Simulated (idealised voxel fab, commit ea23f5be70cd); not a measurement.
Process module, titled voxel self aligned vias
We display cut, a cross-section 155 nm in width whose square cells are each 5 nm.
A cross-section is a grid of square cells, given in bands from the top down. A band is one or more rows of cells.
Band entry format. Leading values: height of top, height of bottom, nm. Remainder: materials in left-to-right order, each with its width in nm. Special words: "throughout" on a single material, which then fills the band edge to edge; "blank", empty space.
A quick word on heights: they are counted from 0, and under that level the wafer as it came to us is one material throughout. The lowest band is different from the rest in having no bottom; it simply continues downward, written as in "0 -> down".
A width such as "30..40" changes by the same amount from each row of cells to the next, from the band's top row to its bottom row.
"everything unchanged" -> step changed no cross-section cell.
Closed-off voids of 8+ cells (no open route to the top) go in "Closed-off voids", written width x height at distance from the left edge, in nm.
Step line, after settings: the simulator's comment on this step.
A step line may carry the setting "overlay nm", which, for steps involving a mask, states the distance by which the mask lay to the right of its intended position; negative values denote displacement to the left.
## The planned process steps are enumerated hereunder
1,RECEIVE | material Si
2,CONFORMAL_DEP | material SiO2 | thk nm 15
3,CONFORMAL_DEP | material SiCN | thk nm 5
4,DIRECTIONAL_DEP | material lowk | thk nm 30
5,DIRECTIONAL_DEP | material aC | thk nm 15
6,PATTERN | tone open | mask id LINES | material resist | width nm 25 | pitch nm 75 | thk nm 35 | overlay nm 0
7,DIRECTIONAL_ETCH | etch materials aC | depth nm 15
8,STRIP | etch materials resist
9,DIRECTIONAL_ETCH | etch materials lowk | depth nm 30
10,STRIP | etch materials aC
11,CONFORMAL_DEP | material TiN | thk nm 5
12,FILL_DEP | material Ru | thk nm 5
13,CMP | height nm 50
14,SELECTIVE_ETCH | etch materials W Ru TiN | depth nm 5
15,FILL_DEP | material SiN | thk nm 10
16,CMP | height nm 50
17,DIRECTIONAL_DEP | material lowk | thk nm 20
18,DIRECTIONAL_DEP | material aC | thk nm 10
19,PATTERN | tone open | mask id VIAS | material resist | width nm 45 | pitch nm 75 | thk nm 30 | overlay nm 0
20,DIRECTIONAL_ETCH | etch materials aC | depth nm 10
21,STRIP | etch materials resist
22,DIRECTIONAL_ETCH | etch materials lowk | depth nm 20
23,DIRECTIONAL_ETCH | etch materials SiN | depth nm 5
24,STRIP | etch materials aC
25,CONFORMAL_DEP | material TiN | thk nm 5
26,FILL_DEP | material Ru | thk nm 10
27,CMP | height nm 70
28,CONFORMAL_DEP | material SiCN | thk nm 5
## What follows covers the first of two wafers; it ran as planned
## Incoming wafer, cross-sectional view, post step 1
0 -> down | Si throughout
Closed-off voids: none
## So this is the wafer cross-section right after step 2
15 -> 0 | SiO2 throughout
Nothing below the height 0 has changed.
## So this is the wafer cross-section right after step 3
20 -> 15 | SiCN throughout
Nothing below the height 15 has changed.
## So this is the wafer cross-section right after step 4
50 -> 20 | lowk throughout
Nothing below the height 20 has changed.
## So this is the wafer cross-section right after step 5
65 -> 50 | aC throughout
Nothing below the height 50 has changed.
## So this is the wafer cross-section right after step 6
100 -> 65 | resist 25 nm, then blank 25 nm, then resist 50 nm, then blank 25 nm, then resist 30 nm
Nothing below the height 65 has changed.
## So this is the wafer cross-section right after step 7
85 -> 65 | resist 25 nm, then blank 25 nm, then resist 50 nm, then blank 25 nm, then resist 30 nm
65 -> 50 | aC 25 nm, then blank 25 nm, then aC 50 nm, then blank 25 nm, then aC 30 nm
Nothing below the height 50 has changed.
## So this is the wafer cross-section right after step 8
65 -> 50 | aC 25 nm, then blank 25 nm, then aC 50 nm, then blank 25 nm, then aC 30 nm
Nothing below the height 50 has changed.
## So this is the wafer cross-section right after step 9
65 -> 50 | aC 25 nm, then blank 25 nm, then aC 50 nm, then blank 25 nm, then aC 30 nm
50 -> 20 | lowk 25 nm, then blank 25 nm, then lowk 50 nm, then blank 25 nm, then lowk 30 nm
Nothing below the height 20 has changed.
## So this is the wafer cross-section right after step 10
50 -> 20 | lowk 25 nm, then blank 25 nm, then lowk 50 nm, then blank 25 nm, then lowk 30 nm
Nothing below the height 20 has changed.
## So this is the wafer cross-section right after step 11
55 -> 50 | TiN 30 nm, then blank 15 nm, then TiN 60 nm, then blank 15 nm, then TiN 35 nm
50 -> 25 | lowk 25 nm, then TiN 5 nm, then blank 15 nm, then TiN 5 nm, then lowk 50 nm, then TiN 5 nm, then blank 15 nm, then TiN 5 nm, then lowk 30 nm
25 -> 20 | lowk 25 nm, then TiN 25 nm, then lowk 50 nm, then TiN 25 nm, then lowk 30 nm
Nothing below the height 20 has changed.
## So this is the wafer cross-section right after step 12
60 -> 55 | Ru throughout
55 -> 50 | TiN 30 nm, then Ru 15 nm, then TiN 60 nm, then Ru 15 nm, then TiN 35 nm
50 -> 25 | lowk 25 nm, then TiN 5 nm, then Ru 15 nm, then TiN 5 nm, then lowk 50 nm, then TiN 5 nm, then Ru 15 nm, then TiN 5 nm, then lowk 30 nm
Nothing below the height 25 has changed.
## So this is the wafer cross-section right after step 13
50 -> 25 | lowk 25 nm, then TiN 5 nm, then Ru 15 nm, then TiN 5 nm, then lowk 50 nm, then TiN 5 nm, then Ru 15 nm, then TiN 5 nm, then lowk 30 nm
Nothing below the height 25 has changed.
## So this is the wafer cross-section right after step 14
50 -> 45 | lowk 25 nm, then blank 25 nm, then lowk 50 nm, then blank 25 nm, then lowk 30 nm
Nothing below the height 45 has changed.
## So this is the wafer cross-section right after step 15
60 -> 50 | SiN throughout
50 -> 45 | lowk 25 nm, then SiN 25 nm, then lowk 50 nm, then SiN 25 nm, then lowk 30 nm
Nothing below the height 45 has changed.
## So this is the wafer cross-section right after step 16
50 -> 45 | lowk 25 nm, then SiN 25 nm, then lowk 50 nm, then SiN 25 nm, then lowk 30 nm
Nothing below the height 45 has changed.
## So this is the wafer cross-section right after step 17
70 -> 50 | lowk throughout
Nothing below the height 50 has changed.
## So this is the wafer cross-section right after step 18
80 -> 70 | aC throughout
Nothing below the height 70 has changed.
## So this is the wafer cross-section right after step 19
110 -> 80 | resist 15 nm, then blank 45 nm, then resist 30 nm, then blank 45 nm, then resist 20 nm
Nothing below the height 80 has changed.
## So this is the wafer cross-section right after step 20
100 -> 80 | resist 15 nm, then blank 45 nm, then resist 30 nm, then blank 45 nm, then resist 20 nm
80 -> 70 | aC 15 nm, then blank 45 nm, then aC 30 nm, then blank 45 nm, then aC 20 nm
Nothing below the height 70 has changed.
## So this is the wafer cross-section right after step 21
80 -> 70 | aC 15 nm, then blank 45 nm, then aC 30 nm, then blank 45 nm, then aC 20 nm
Nothing below the height 70 has changed.
## So this is the wafer cross-section right after step 22
80 -> 70 | aC 15 nm, then blank 45 nm, then aC 30 nm, then blank 45 nm, then aC 20 nm
70 -> 50 | lowk 15 nm, then blank 45 nm, then lowk 30 nm, then blank 45 nm, then lowk 20 nm
Nothing below the height 50 has changed.
## So this is the wafer cross-section right after step 23
80 -> 70 | aC 15 nm, then blank 45 nm, then aC 30 nm, then blank 45 nm, then aC 20 nm
70 -> 50 | lowk 15 nm, then blank 45 nm, then lowk 30 nm, then blank 45 nm, then lowk 20 nm
50 -> 45 | lowk 25 nm, then blank 25 nm, then lowk 50 nm, then blank 25 nm, then lowk 30 nm
Nothing below the height 45 has changed.
## So this is the wafer cross-section right after step 24
70 -> 50 | lowk 15 nm, then blank 45 nm, then lowk 30 nm, then blank 45 nm, then lowk 20 nm
Nothing below the height 50 has changed.
## So this is the wafer cross-section right after step 25
75 -> 70 | TiN 20 nm, then blank 35 nm, then TiN 40 nm, then blank 35 nm, then TiN 25 nm
70 -> 55 | lowk 15 nm, then TiN 5 nm, then blank 35 nm, then TiN 5 nm, then lowk 30 nm, then TiN 5 nm, then blank 35 nm, then TiN 5 nm, then lowk 20 nm
55 -> 50 | lowk 15 nm, then TiN 15 nm, then blank 15 nm, then TiN 15 nm, then lowk 30 nm, then TiN 15 nm, then blank 15 nm, then TiN 15 nm, then lowk 20 nm
50 -> 45 | lowk 25 nm, then TiN 25 nm, then lowk 50 nm, then TiN 25 nm, then lowk 30 nm
Nothing below the height 45 has changed.
## So this is the wafer cross-section right after step 26
85 -> 75 | Ru throughout
75 -> 70 | TiN 20 nm, then Ru 35 nm, then TiN 40 nm, then Ru 35 nm, then TiN 25 nm
70 -> 55 | lowk 15 nm, then TiN 5 nm, then Ru 35 nm, then TiN 5 nm, then lowk 30 nm, then TiN 5 nm, then Ru 35 nm, then TiN 5 nm, then lowk 20 nm
55 -> 50 | lowk 15 nm, then TiN 15 nm, then Ru 15 nm, then TiN 15 nm, then lowk 30 nm, then TiN 15 nm, then Ru 15 nm, then TiN 15 nm, then lowk 20 nm
Nothing below the height 50 has changed.
## So this is the wafer cross-section right after step 27
70 -> 55 | lowk 15 nm, then TiN 5 nm, then Ru 35 nm, then TiN 5 nm, then lowk 30 nm, then TiN 5 nm, then Ru 35 nm, then TiN 5 nm, then lowk 20 nm
Nothing below the height 55 has changed.
## So this is the wafer cross-section right after step 28
75 -> 70 | SiCN throughout
Nothing below the height 70 has changed.
## Second wafer: same start and same plan as the first, one execution error; identical to the first through step 1
## Second wafer profile in section, at the moment step 2 of the plan was meant to be complete
30 -> 0 | SiO2 throughout
Nothing below the height 0 has changed.
## Second wafer profile in section, at the moment step 3 of the plan was meant to be complete
35 -> 30 | SiCN throughout
Nothing below the height 30 has changed.
## Second wafer profile in section, at the moment step 4 of the plan was meant to be complete
65 -> 35 | lowk throughout
Nothing below the height 35 has changed.
## Second wafer profile in section, at the moment step 5 of the plan was meant to be complete
80 -> 65 | aC throughout
Nothing below the height 65 has changed.
## Second wafer profile in section, at the moment step 6 of the plan was meant to be complete
115 -> 80 | resist 25 nm, then blank 25 nm, then resist 50 nm, then blank 25 nm, then resist 30 nm
Nothing below the height 80 has changed.
## Second wafer profile in section, at the moment step 7 of the plan was meant to be complete
100 -> 80 | resist 25 nm, then blank 25 nm, then resist 50 nm, then blank 25 nm, then resist 30 nm
80 -> 65 | aC 25 nm, then blank 25 nm, then aC 50 nm, then blank 25 nm, then aC 30 nm
Nothing below the height 65 has changed.
## Second wafer profile in section, at the moment step 8 of the plan was meant to be complete
80 -> 65 | aC 25 nm, then blank 25 nm, then aC 50 nm, then blank 25 nm, then aC 30 nm
Nothing below the height 65 has changed.
## Second wafer profile in section, at the moment step 9 of the plan was meant to be complete
80 -> 65 | aC 25 nm, then blank 25 nm, then aC 50 nm, then blank 25 nm, then aC 30 nm
65 -> 35 | lowk 25 nm, then blank 25 nm, then lowk 50 nm, then blank 25 nm, then lowk 30 nm
Nothing below the height 35 has changed.
## Second wafer profile in section, at the moment step 10 of the plan was meant to be complete
65 -> 35 | lowk 25 nm, then blank 25 nm, then lowk 50 nm, then blank 25 nm, then lowk 30 nm
Nothing below the height 35 has changed.
## Second wafer profile in section, at the moment step 11 of the plan was meant to be complete
70 -> 65 | TiN 30 nm, then blank 15 nm, then TiN 60 nm, then blank 15 nm, then TiN 35 nm
65 -> 40 | lowk 25 nm, then TiN 5 nm, then blank 15 nm, then TiN 5 nm, then lowk 50 nm, then TiN 5 nm, then blank 15 nm, then TiN 5 nm, then lowk 30 nm
40 -> 35 | lowk 25 nm, then TiN 25 nm, then lowk 50 nm, then TiN 25 nm, then lowk 30 nm
Nothing below the height 35 has changed.
## Second wafer profile in section, at the moment step 12 of the plan was meant to be complete
75 -> 70 | Ru throughout
70 -> 65 | TiN 30 nm, then Ru 15 nm, then TiN 60 nm, then Ru 15 nm, then TiN 35 nm
65 -> 40 | lowk 25 nm, then TiN 5 nm, then Ru 15 nm, then TiN 5 nm, then lowk 50 nm, then TiN 5 nm, then Ru 15 nm, then TiN 5 nm, then lowk 30 nm
Nothing below the height 40 has changed.
## Second wafer profile in section, at the moment step 13 of the plan was meant to be complete
50 -> 40 | lowk 25 nm, then TiN 5 nm, then Ru 15 nm, then TiN 5 nm, then lowk 50 nm, then TiN 5 nm, then Ru 15 nm, then TiN 5 nm, then lowk 30 nm
Nothing below the height 40 has changed.
## Second wafer profile in section, at the moment step 14 of the plan was meant to be complete
50 -> 45 | lowk 25 nm, then blank 25 nm, then lowk 50 nm, then blank 25 nm, then lowk 30 nm
Nothing below the height 45 has changed.
## Second wafer profile in section, at the moment step 15 of the plan was meant to be complete
60 -> 50 | SiN throughout
50 -> 45 | lowk 25 nm, then SiN 25 nm, then lowk 50 nm, then SiN 25 nm, then lowk 30 nm
Nothing below the height 45 has changed.
## Second wafer profile in section, at the moment step 16 of the plan was meant to be complete
50 -> 45 | lowk 25 nm, then SiN 25 nm, then lowk 50 nm, then SiN 25 nm, then lowk 30 nm
Nothing below the height 45 has changed.
## Second wafer profile in section, at the moment step 17 of the plan was meant to be complete
70 -> 50 | lowk throughout
Nothing below the height 50 has changed.
## Second wafer profile in section, at the moment step 18 of the plan was meant to be complete
80 -> 70 | aC throughout
Nothing below the height 70 has changed.
## Second wafer profile in section, at the moment step 19 of the plan was meant to be complete
110 -> 80 | resist 15 nm, then blank 45 nm, then resist 30 nm, then blank 45 nm, then resist 20 nm
Nothing below the height 80 has changed.
## Second wafer profile in section, at the moment step 20 of the plan was meant to be complete
100 -> 80 | resist 15 nm, then blank 45 nm, then resist 30 nm, then blank 45 nm, then resist 20 nm
80 -> 70 | aC 15 nm, then blank 45 nm, then aC 30 nm, then blank 45 nm, then aC 20 nm
Nothing below the height 70 has changed.
## Second wafer profile in section, at the moment step 21 of the plan was meant to be complete
80 -> 70 | aC 15 nm, then blank 45 nm, then aC 30 nm, then blank 45 nm, then aC 20 nm
Nothing below the height 70 has changed.
## Second wafer profile in section, at the moment step 22 of the plan was meant to be complete
80 -> 70 | aC 15 nm, then blank 45 nm, then aC 30 nm, then blank 45 nm, then aC 20 nm
70 -> 50 | lowk 15 nm, then blank 45 nm, then lowk 30 nm, then blank 45 nm, then lowk 20 nm
Nothing below the height 50 has changed.
## Second wafer profile in section, at the moment step 23 of the plan was meant to be complete
80 -> 70 | aC 15 nm, then blank 45 nm, then aC 30 nm, then blank 45 nm, then aC 20 nm
70 -> 50 | lowk 15 nm, then blank 45 nm, then lowk 30 nm, then blank 45 nm, then lowk 20 nm
50 -> 45 | lowk 25 nm, then blank 25 nm, then lowk 50 nm, then blank 25 nm, then lowk 30 nm
Nothing below the height 45 has changed.
## Second wafer profile in section, at the moment step 24 of the plan was meant to be complete
70 -> 50 | lowk 15 nm, then blank 45 nm, then lowk 30 nm, then blank 45 nm, then lowk 20 nm
Nothing below the height 50 has changed.
## Second wafer profile in section, at the moment step 25 of the plan was meant to be complete
75 -> 70 | TiN 20 nm, then blank 35 nm, then TiN 40 nm, then blank 35 nm, then TiN 25 nm
70 -> 55 | lowk 15 nm, then TiN 5 nm, then blank 35 nm, then TiN 5 nm, then lowk 30 nm, then TiN 5 nm, then blank 35 nm, then TiN 5 nm, then lowk 20 nm
55 -> 50 | lowk 15 nm, then TiN 15 nm, then blank 15 nm, then TiN 15 nm, then lowk 30 nm, then TiN 15 nm, then blank 15 nm, then TiN 15 nm, then lowk 20 nm
50 -> 45 | lowk 25 nm, then TiN 25 nm, then lowk 50 nm, then TiN 25 nm, then lowk 30 nm
Nothing below the height 45 has changed.
## Second wafer profile in section, at the moment step 26 of the plan was meant to be complete
85 -> 75 | Ru throughout
75 -> 70 | TiN 20 nm, then Ru 35 nm, then TiN 40 nm, then Ru 35 nm, then TiN 25 nm
70 -> 55 | lowk 15 nm, then TiN 5 nm, then Ru 35 nm, then TiN 5 nm, then lowk 30 nm, then TiN 5 nm, then Ru 35 nm, then TiN 5 nm, then lowk 20 nm
55 -> 50 | lowk 15 nm, then TiN 15 nm, then Ru 15 nm, then TiN 15 nm, then lowk 30 nm, then TiN 15 nm, then Ru 15 nm, then TiN 15 nm, then lowk 20 nm
Nothing below the height 50 has changed.
## Second wafer profile in section, at the moment step 27 of the plan was meant to be complete
70 -> 55 | lowk 15 nm, then TiN 5 nm, then Ru 35 nm, then TiN 5 nm, then lowk 30 nm, then TiN 5 nm, then Ru 35 nm, then TiN 5 nm, then lowk 20 nm
Nothing below the height 55 has changed.
## Second wafer profile in section, at the moment step 28 of the plan was meant to be complete
75 -> 70 | SiCN throughout
Nothing below the height 70 has changed.
Deviation from plan: step 2 from the plan got run twice
Bottom line after processing is that, in cells, the second wafer is up or down on some materials versus the first: 18 fewer of Ru; 93 more of SiO2; 12 fewer of TiN; 63 fewer of lowk
